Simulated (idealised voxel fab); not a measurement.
The document below concerns the process module designated voxel air gaps.
Section cut is 250 nm wide and gridded with 5 nm square cells.
Bands, listed from the top down, are how a cross-section gets written in this document; the cross-section itself is a grid of square cells, and a band is one or more rows of them.
First you get the band's top height and its bottom height, in nm, and then the materials it's made of, left to right, with each width in nm. If you see a single material with "full width", that one covers the band edge to edge. "empty" is empty space.
Height 0 is the level under which the wafer as received is all one material. The lowest band goes on downwards, as in "top 0, no bottom".
Width: "30 to 40" (first number = top row, second number = bottom row, same change from row to row of cells).
Where a step carries "no alteration", the cross-section came out of it unchanged, cell for cell.
In "Unvented internal voids" the enclosed voids are listed, meaning empty spaces of 8 cells or larger without any opening to the top. The form is width x height at distance, distance from the left edge, units nm.
Formally, on a step line, whatever follows the settings is a remark that the simulator itself makes on the step.
Steps that use a mask can have "overlay nm" on their line. It says how far the mask sat to the right of where it was meant to be. Negative means to the left.
THE PROCESS STEPS THAT WERE PLANNED ARE LISTED BELOW
- 1: RECEIVE with material Si
- 2: CONFORMAL_DEP with material SiO2, thk nm 15
- 3: CONFORMAL_DEP with material SiCN, thk nm 5
- 4: DIRECTIONAL_DEP with material SiO2, thk nm 30
- 5: MASKED_ETCH with tone open, mask id LINES, width nm 20, pitch nm 50, etch materials SiO2, depth nm 30, overlay nm 0
- 6: CONFORMAL_DEP with material TiN, thk nm 5
- 7: FILL_DEP with material W, thk nm 10
- 8: CMP with height nm 50
- 9: EPI with material Ru, thk nm 10
- 10: SELECTIVE_ETCH with etch materials SiO2, depth nm 40
- 11: CONFORMAL_DEP with material SiCN, thk nm 5
THIS IS THE CROSS-SECTION OF THE WAFER AS WE RECEIVED IT, I.E. AFTER STEP 1
- top 0, no bottom = Si full width
- Unvented internal voids: none
THIS IS HOW THE WAFER LOOKS IN CROSS-SECTION ONCE THE MODULE IS DONE, GIVEN THE STARTING STATE AND PLAN ABOVE AND ONE MISTAKE IN CARRYING THE PLAN OUT
- top 65, bottom 60 = empty=20; SiCN=210; empty=20
- top 60, bottom 50 = empty=20; SiCN=5; Ru=200; SiCN=5; empty=20
- top 50, bottom 45 = empty=20; SiCN=15; TiN=5; W=20; TiN=5; SiO2=20; TiN=5; W=20; TiN=5; SiO2=20; TiN=5; W=20; TiN=5; SiO2=20; TiN=5; W=20; TiN=5; SiCN=15; empty=20
- top 45, bottom 25 = empty=30; SiCN=5; TiN=5; W=20; TiN=5; SiO2=20; TiN=5; W=20; TiN=5; SiO2=20; TiN=5; W=20; TiN=5; SiO2=20; TiN=5; W=20; TiN=5; SiCN=5; empty=30
- top 25, bottom 20 = SiCN=35; TiN=30; SiO2=20; TiN=30; SiO2=20; TiN=30; SiO2=20; TiN=30; SiCN=35
- top 20, bottom 15 = SiCN full width
- top 15, bottom 0 = SiO2 full width
- top 0, no bottom = Si full width
- Unvented internal voids: none
The mistake made against the process plan was this: step 5: run off-plan, actual operation and settings MASKED_ETCH with tone open, mask id LINES, width nm 30, pitch nm 50, etch materials SiO2, depth nm 30, overlay nm 0
